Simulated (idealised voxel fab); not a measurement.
The process module that follows is named voxel capacitor over wiring.
It is cross-section cut that appears here, measuring 145 nm in width, its square cells being 5 nm in size.
In this document a cross-section is written as a grid of square cells. It is given as a series of bands, listed from the top down, and a band is one or more rows of cells.
The entry gives the band's vertical extent as a top height and a bottom height in nm, then its horizontal make-up as materials from left to right, each with a width in nm. "empty" stands for empty space; a single material marked "full width" fills the band edge to edge.
The reference from which all heights are counted is 0, the level beneath which the as-received wafer is entirely one material; the lowest band, having no lower bound, proceeds downward and is written after the example "z 0 and below".
You'd read "30->40" like this: the band's top row of cells is as wide as the first number, its bottom row is as wide as the second, and going down, every row changes width by the same amount as the row before did.
Given "changes: none" for a step, no cell of the cross-section differs between before and after that step.
Closed empty spaces (no open way to the top) of 8 cells or more are what "Closed void inventory" lists, each as width x height at distance from the left edge, nm for all three.
The remark found on a step's line after its settings is issued by the simulator itself and pertains to that step.
overlay nm: right-of-plan distance of the mask on a masked step; negative values mean left-of-plan.

STEPS IN THE PROCESS PLAN
1,RECEIVE | material Si
2,CONFORMAL_DEP | material SiO2 | thk nm 15
3,CONFORMAL_DEP | material SiN | thk nm 5
4,DIRECTIONAL_DEP | material SiO2 | thk nm 20
5,DIRECTIONAL_DEP | material aC | thk nm 10
6,PATTERN | tone open | mask id METAL_1 | material resist | width nm 20 | pitch nm 90 | thk nm 30 | overlay nm 0
7,DIRECTIONAL_ETCH | etch materials aC | depth nm 10
8,STRIP | etch materials resist
9,DIRECTIONAL_ETCH | etch materials SiO2 | depth nm 20
10,DIRECTIONAL_ETCH | etch materials SiN | depth nm 5
11,STRIP | etch materials aC
12,CONFORMAL_DEP | material TiN | thk nm 5
13,FILL_DEP | material Cu | thk nm 10
14,CMP | height nm 40
15,CONFORMAL_DEP | material SiCN | thk nm 5
16,DIRECTIONAL_DEP | material lowk | thk nm 15
17,DIRECTIONAL_DEP | material aC | thk nm 15
18,PATTERN | tone open | mask id PLUG_1 | material resist | width nm 15 | thk nm 35 | overlay nm 0
19,DIRECTIONAL_ETCH | etch materials aC | depth nm 15
20,STRIP | etch materials resist
21,DIRECTIONAL_ETCH | etch materials lowk | depth nm 15
22,DIRECTIONAL_ETCH | etch materials SiCN | depth nm 5
23,STRIP | etch materials aC
24,CONFORMAL_DEP | material TiN | thk nm 5
25,FILL_DEP | material Cu | thk nm 5
26,CMP | height nm 60
27,DIRECTIONAL_DEP | material TiN | thk nm 5
28,DIRECTIONAL_DEP | material SiN | thk nm 5
29,DIRECTIONAL_DEP | material TiN | thk nm 5
30,DIRECTIONAL_DEP | material aC | thk nm 10
31,PATTERN | tone cover | mask id UPPER_PLATE | material resist | width nm 75 | thk nm 30 | overlay nm 0
32,DIRECTIONAL_ETCH | etch materials aC | depth nm 10
33,STRIP | etch materials resist
34,DIRECTIONAL_ETCH | etch materials TiN | depth nm 5
35,DIRECTIONAL_ETCH | etch materials SiN | depth nm 5
36,STRIP | etch materials aC
37,PATTERN | tone cover | mask id LOWER_PLATE | material resist | width nm 85 | thk nm 15 | overlay nm 0
38,DIRECTIONAL_ETCH | etch materials TiN | depth nm 5
39,STRIP | etch materials resist
40,FILL_DEP | material SiO2 | thk nm 20
41,CMP | height nm 90
42,PATTERN | tone open | mask id PLUG_2 | material resist | width nm 15 | thk nm 15 | overlay nm 0
43,DIRECTIONAL_ETCH | etch materials SiO2 | depth nm 15
44,STRIP | etch materials resist
45,CONFORMAL_DEP | material TiN | thk nm 5
46,FILL_DEP | material Ru | thk nm 10
47,CMP | height nm 90
48,CONFORMAL_DEP | material SiN | thk nm 5

FIRST OUT OF TWO WAFERS; RUN WENT TO PLAN

SO THIS IS THE INCOMING WAFER IN CROSS-SECTION - IT'S ALREADY BEEN THROUGH STEP 1
	z 0 and below = Si full width
	Closed void inventory: none

SO THIS IS THE WAFER CROSS-SECTION RIGHT AFTER STEP 2
	z 15 to 0 = SiO2 full width
	Beneath the level 0, the cross-section is identical to its previous state.

SO THIS IS THE WAFER CROSS-SECTION RIGHT AFTER STEP 3
	z 20 to 15 = SiN full width
	Beneath the level 15, the cross-section is identical to its previous state.

SO THIS IS THE WAFER CROSS-SECTION RIGHT AFTER STEP 4
	z 40 to 20 = SiO2 full width
	Beneath the level 20, the cross-section is identical to its previous state.

SO THIS IS THE WAFER CROSS-SECTION RIGHT AFTER STEP 5
	z 50 to 40 = aC full width
	Beneath the level 40, the cross-section is identical to its previous state.

SO THIS IS THE WAFER CROSS-SECTION RIGHT AFTER STEP 6
	z 80 to 50 = resist (15), empty (20), resist (70), empty (20), resist (20)
	Beneath the level 50, the cross-section is identical to its previous state.

SO THIS IS THE WAFER CROSS-SECTION RIGHT AFTER STEP 7
	z 70 to 50 = resist (15), empty (20), resist (70), empty (20), resist (20)
	z 50 to 40 = aC (15), empty (20), aC (70), empty (20), aC (20)
	Beneath the level 40, the cross-section is identical to its previous state.

SO THIS IS THE WAFER CROSS-SECTION RIGHT AFTER STEP 8
	z 50 to 40 = aC (15), empty (20), aC (70), empty (20), aC (20)
	Beneath the level 40, the cross-section is identical to its previous state.

SO THIS IS THE WAFER CROSS-SECTION RIGHT AFTER STEP 9
	z 50 to 40 = aC (15), empty (20), aC (70), empty (20), aC (20)
	z 40 to 20 = SiO2 (15), empty (20), SiO2 (70), empty (20), SiO2 (20)
	Beneath the level 20, the cross-section is identical to its previous state.

SO THIS IS THE WAFER CROSS-SECTION RIGHT AFTER STEP 10
	z 50 to 40 = aC (15), empty (20), aC (70), empty (20), aC (20)
	z 40 to 20 = SiO2 (15), empty (20), SiO2 (70), empty (20), SiO2 (20)
	z 20 to 15 = SiN (15), empty (20), SiN (70), empty (20), SiN (20)
	Beneath the level 15, the cross-section is identical to its previous state.

SO THIS IS THE WAFER CROSS-SECTION RIGHT AFTER STEP 11
	z 40 to 20 = SiO2 (15), empty (20), SiO2 (70), empty (20), SiO2 (20)
	Beneath the level 20, the cross-section is identical to its previous state.

SO THIS IS THE WAFER CROSS-SECTION RIGHT AFTER STEP 12
	z 45 to 40 = TiN (20), empty (10), TiN (80), empty (10), TiN (25)
	z 40 to 20 = SiO2 (15), TiN (5), empty (10), TiN (5), SiO2 (70), TiN (5), empty (10), TiN (5), SiO2 (20)
	z 20 to 15 = SiN (15), TiN (20), SiN (70), TiN (20), SiN (20)
	Beneath the level 15, the cross-section is identical to its previous state.

SO THIS IS THE WAFER CROSS-SECTION RIGHT AFTER STEP 13
	z 55 to 45 = Cu full width
	z 45 to 40 = TiN (20), Cu (10), TiN (80), Cu (10), TiN (25)
	z 40 to 20 = SiO2 (15), TiN (5), Cu (10), TiN (5), SiO2 (70), TiN (5), Cu (10), TiN (5), SiO2 (20)
	Beneath the level 20, the cross-section is identical to its previous state.

SO THIS IS THE WAFER CROSS-SECTION RIGHT AFTER STEP 14
	z 40 to 20 = SiO2 (15), TiN (5), Cu (10), TiN (5), SiO2 (70), TiN (5), Cu (10), TiN (5), SiO2 (20)
	Beneath the level 20, the cross-section is identical to its previous state.

SO THIS IS THE WAFER CROSS-SECTION RIGHT AFTER STEP 15
	z 45 to 40 = SiCN full width
	Beneath the level 40, the cross-section is identical to its previous state.

SO THIS IS THE WAFER CROSS-SECTION RIGHT AFTER STEP 16
	z 60 to 45 = lowk full width
	Beneath the level 45, the cross-section is identical to its previous state.

SO THIS IS THE WAFER CROSS-SECTION RIGHT AFTER STEP 17
	z 75 to 60 = aC full width
	Beneath the level 60, the cross-section is identical to its previous state.

SO THIS IS THE WAFER CROSS-SECTION RIGHT AFTER STEP 18
	z 110 to 75 = resist (20), empty (15), resist (110)
	Beneath the level 75, the cross-section is identical to its previous state.

SO THIS IS THE WAFER CROSS-SECTION RIGHT AFTER STEP 19
	z 95 to 75 = resist (20), empty (15), resist (110)
	z 75 to 60 = aC (20), empty (15), aC (110)
	Beneath the level 60, the cross-section is identical to its previous state.

SO THIS IS THE WAFER CROSS-SECTION RIGHT AFTER STEP 20
	z 75 to 60 = aC (20), empty (15), aC (110)
	Beneath the level 60, the cross-section is identical to its previous state.

SO THIS IS THE WAFER CROSS-SECTION RIGHT AFTER STEP 21
	z 75 to 60 = aC (20), empty (15), aC (110)
	z 60 to 45 = lowk (20), empty (15), lowk (110)
	Beneath the level 45, the cross-section is identical to its previous state.

SO THIS IS THE WAFER CROSS-SECTION RIGHT AFTER STEP 22
	z 75 to 60 = aC (20), empty (15), aC (110)
	z 60 to 45 = lowk (20), empty (15), lowk (110)
	z 45 to 40 = SiCN (20), empty (15), SiCN (110)
	Beneath the level 40, the cross-section is identical to its previous state.

SO THIS IS THE WAFER CROSS-SECTION RIGHT AFTER STEP 23
	z 60 to 45 = lowk (20), empty (15), lowk (110)
	Beneath the level 45, the cross-section is identical to its previous state.

SO THIS IS THE WAFER CROSS-SECTION RIGHT AFTER STEP 24
	z 65 to 60 = TiN (25), empty (5), TiN (115)
	z 60 to 45 = lowk (20), TiN (5), empty (5), TiN (5), lowk (110)
	z 45 to 40 = SiCN (20), TiN (15), SiCN (110)
	Beneath the level 40, the cross-section is identical to its previous state.

SO THIS IS THE WAFER CROSS-SECTION RIGHT AFTER STEP 25
	z 70 to 65 = Cu full width
	z 65 to 60 = TiN (25), Cu (5), TiN (115)
	z 60 to 45 = lowk (20), TiN (5), Cu (5), TiN (5), lowk (110)
	Beneath the level 45, the cross-section is identical to its previous state.

SO THIS IS THE WAFER CROSS-SECTION RIGHT AFTER STEP 26
	z 60 to 45 = lowk (20), TiN (5), Cu (5), TiN (5), lowk (110)
	Beneath the level 45, the cross-section is identical to its previous state.

SO THIS IS THE WAFER CROSS-SECTION RIGHT AFTER STEP 27
	z 65 to 60 = TiN full width
	Beneath the level 60, the cross-section is identical to its previous state.

SO THIS IS THE WAFER CROSS-SECTION RIGHT AFTER STEP 28
	z 70 to 65 = SiN full width
	Beneath the level 65, the cross-section is identical to its previous state.

SO THIS IS THE WAFER CROSS-SECTION RIGHT AFTER STEP 29
	z 75 to 70 = TiN full width
	Beneath the level 70, the cross-section is identical to its previous state.

SO THIS IS THE WAFER CROSS-SECTION RIGHT AFTER STEP 30
	z 85 to 75 = aC full width
	Beneath the level 75, the cross-section is identical to its previous state.

SO THIS IS THE WAFER CROSS-SECTION RIGHT AFTER STEP 31
	z 115 to 85 = empty (20), resist (75), empty (50)
	Beneath the level 85, the cross-section is identical to its previous state.

SO THIS IS THE WAFER CROSS-SECTION RIGHT AFTER STEP 32
	z 105 to 85 = empty (20), resist (75), empty (50)
	z 85 to 75 = empty (20), aC (75), empty (50)
	Beneath the level 75, the cross-section is identical to its previous state.

SO THIS IS THE WAFER CROSS-SECTION RIGHT AFTER STEP 33
	z 85 to 75 = empty (20), aC (75), empty (50)
	Beneath the level 75, the cross-section is identical to its previous state.

SO THIS IS THE WAFER CROSS-SECTION RIGHT AFTER STEP 34
	z 85 to 75 = empty (20), aC (75), empty (50)
	z 75 to 70 = empty (20), TiN (75), empty (50)
	Beneath the level 70, the cross-section is identical to its previous state.

SO THIS IS THE WAFER CROSS-SECTION RIGHT AFTER STEP 35
	z 85 to 75 = empty (20), aC (75), empty (50)
	z 75 to 70 = empty (20), TiN (75), empty (50)
	z 70 to 65 = empty (20), SiN (75), empty (50)
	Beneath the level 65, the cross-section is identical to its previous state.

SO THIS IS THE WAFER CROSS-SECTION RIGHT AFTER STEP 36
	z 75 to 70 = empty (20), TiN (75), empty (50)
	Beneath the level 70, the cross-section is identical to its previous state.

SO THIS IS THE WAFER CROSS-SECTION RIGHT AFTER STEP 37
	z 90 to 75 = empty (15), resist (85), empty (45)
	z 75 to 70 = empty (15), resist (5), TiN (75), resist (5), empty (45)
	z 70 to 65 = empty (15), resist (5), SiN (75), resist (5), empty (45)
	Beneath the level 65, the cross-section is identical to its previous state.

SO THIS IS THE WAFER CROSS-SECTION RIGHT AFTER STEP 38
	z 90 to 75 = empty (15), resist (85), empty (45)
	z 75 to 70 = empty (15), resist (5), TiN (75), resist (5), empty (45)
	z 70 to 65 = empty (15), resist (5), SiN (75), resist (5), empty (45)
	z 65 to 60 = empty (15), TiN (85), empty (45)
	Beneath the level 60, the cross-section is identical to its previous state.

SO THIS IS THE WAFER CROSS-SECTION RIGHT AFTER STEP 39
	z 75 to 70 = empty (20), TiN (75), empty (50)
	z 70 to 65 = empty (20), SiN (75), empty (50)
	Beneath the level 65, the cross-section is identical to its previous state.

SO THIS IS THE WAFER CROSS-SECTION RIGHT AFTER STEP 40
	z 95 to 75 = SiO2 full width
	z 75 to 70 = SiO2 (20), TiN (75), SiO2 (50)
	z 70 to 65 = SiO2 (20), SiN (75), SiO2 (50)
	z 65 to 60 = SiO2 (15), TiN (85), SiO2 (45)
	Beneath the level 60, the cross-section is identical to its previous state.

SO THIS IS THE WAFER CROSS-SECTION RIGHT AFTER STEP 41
	z 90 to 75 = SiO2 full width
	Beneath the level 75, the cross-section is identical to its previous state.

SO THIS IS THE WAFER CROSS-SECTION RIGHT AFTER STEP 42
	z 105 to 90 = resist (30), empty (15), resist (100)
	Beneath the level 90, the cross-section is identical to its previous state.

SO THIS IS THE WAFER CROSS-SECTION RIGHT AFTER STEP 43
	z 105 to 90 = resist (30), empty (15), resist (100)
	z 90 to 75 = SiO2 (30), empty (15), SiO2 (100)
	Beneath the level 75, the cross-section is identical to its previous state.

SO THIS IS THE WAFER CROSS-SECTION RIGHT AFTER STEP 44
	z 90 to 75 = SiO2 (30), empty (15), SiO2 (100)
	Beneath the level 75, the cross-section is identical to its previous state.

SO THIS IS THE WAFER CROSS-SECTION RIGHT AFTER STEP 45
	z 95 to 90 = TiN (35), empty (5), TiN (105)
	z 90 to 80 = SiO2 (30), TiN (5), empty (5), TiN (5), SiO2 (100)
	z 80 to 70 = SiO2 (30->20), TiN (15->75), SiO2 (100->50)
	Beneath the level 70, the cross-section is identical to its previous state.

SO THIS IS THE WAFER CROSS-SECTION RIGHT AFTER STEP 46
	z 105 to 95 = Ru full width
	z 95 to 90 = TiN (35), Ru (5), TiN (105)
	z 90 to 80 = SiO2 (30), TiN (5), Ru (5), TiN (5), SiO2 (100)
	Beneath the level 80, the cross-section is identical to its previous state.

SO THIS IS THE WAFER CROSS-SECTION RIGHT AFTER STEP 47
	z 90 to 80 = SiO2 (30), TiN (5), Ru (5), TiN (5), SiO2 (100)
	Beneath the level 80, the cross-section is identical to its previous state.

SO THIS IS THE WAFER CROSS-SECTION RIGHT AFTER STEP 48
	z 95 to 90 = SiN full width
	Beneath the level 90, the cross-section is identical to its previous state.

THE REMAINING WAFER, SECOND OF THE TWO, STARTED LIKE THE FIRST AND WAS RUN TO THE SAME PLAN, EXCEPT THAT ONE MISTAKE WAS MADE ALONG THE WAY; THE TWO COINCIDE THROUGH STEP 41, INCLUSIVE

CROSS-SECTION OF THE SECOND WAFER AT THE TIME STEP 42 OF THE PLAN SHOULD HAVE ENDED
	z 105 to 90 = resist (25), empty (25), resist (95)
	Beneath the level 90, the cross-section is identical to its previous state.

CROSS-SECTION OF THE SECOND WAFER AT THE TIME STEP 43 OF THE PLAN SHOULD HAVE ENDED
	z 105 to 90 = resist (25), empty (25), resist (95)
	z 90 to 75 = SiO2 (25), empty (25), SiO2 (95)
	Beneath the level 75, the cross-section is identical to its previous state.

CROSS-SECTION OF THE SECOND WAFER AT THE TIME STEP 44 OF THE PLAN SHOULD HAVE ENDED
	z 90 to 75 = SiO2 (25), empty (25), SiO2 (95)
	Beneath the level 75, the cross-section is identical to its previous state.

CROSS-SECTION OF THE SECOND WAFER AT THE TIME STEP 45 OF THE PLAN SHOULD HAVE ENDED
	z 95 to 90 = TiN (30), empty (15), TiN (100)
	z 90 to 80 = SiO2 (25), TiN (5), empty (15), TiN (5), SiO2 (95)
	z 80 to 70 = SiO2 (25->20), TiN (25->75), SiO2 (95->50)
	Beneath the level 70, the cross-section is identical to its previous state.

CROSS-SECTION OF THE SECOND WAFER AT THE TIME STEP 46 OF THE PLAN SHOULD HAVE ENDED
	z 105 to 95 = Ru full width
	z 95 to 90 = TiN (30), Ru (15), TiN (100)
	z 90 to 80 = SiO2 (25), TiN (5), Ru (15), TiN (5), SiO2 (95)
	Beneath the level 80, the cross-section is identical to its previous state.

CROSS-SECTION OF THE SECOND WAFER AT THE TIME STEP 47 OF THE PLAN SHOULD HAVE ENDED
	z 90 to 80 = SiO2 (25), TiN (5), Ru (15), TiN (5), SiO2 (95)
	Beneath the level 80, the cross-section is identical to its previous state.

CROSS-SECTION OF THE SECOND WAFER AT THE TIME STEP 48 OF THE PLAN SHOULD HAVE ENDED
	z 95 to 90 = SiN full width
	Beneath the level 90, the cross-section is identical to its previous state.
Plan not followed: heads up, step 42 didn't go per plan, it actually ran as PATTERN | tone open | mask id PLUG_2 | material resist | width nm 25 | thk nm 15 | overlay nm 0
In the final state, the cell counts of the second wafer exceed or fall short of those of the first for the following materials: Ru: 4 more | SiO2: 6 fewer | TiN: 2 more
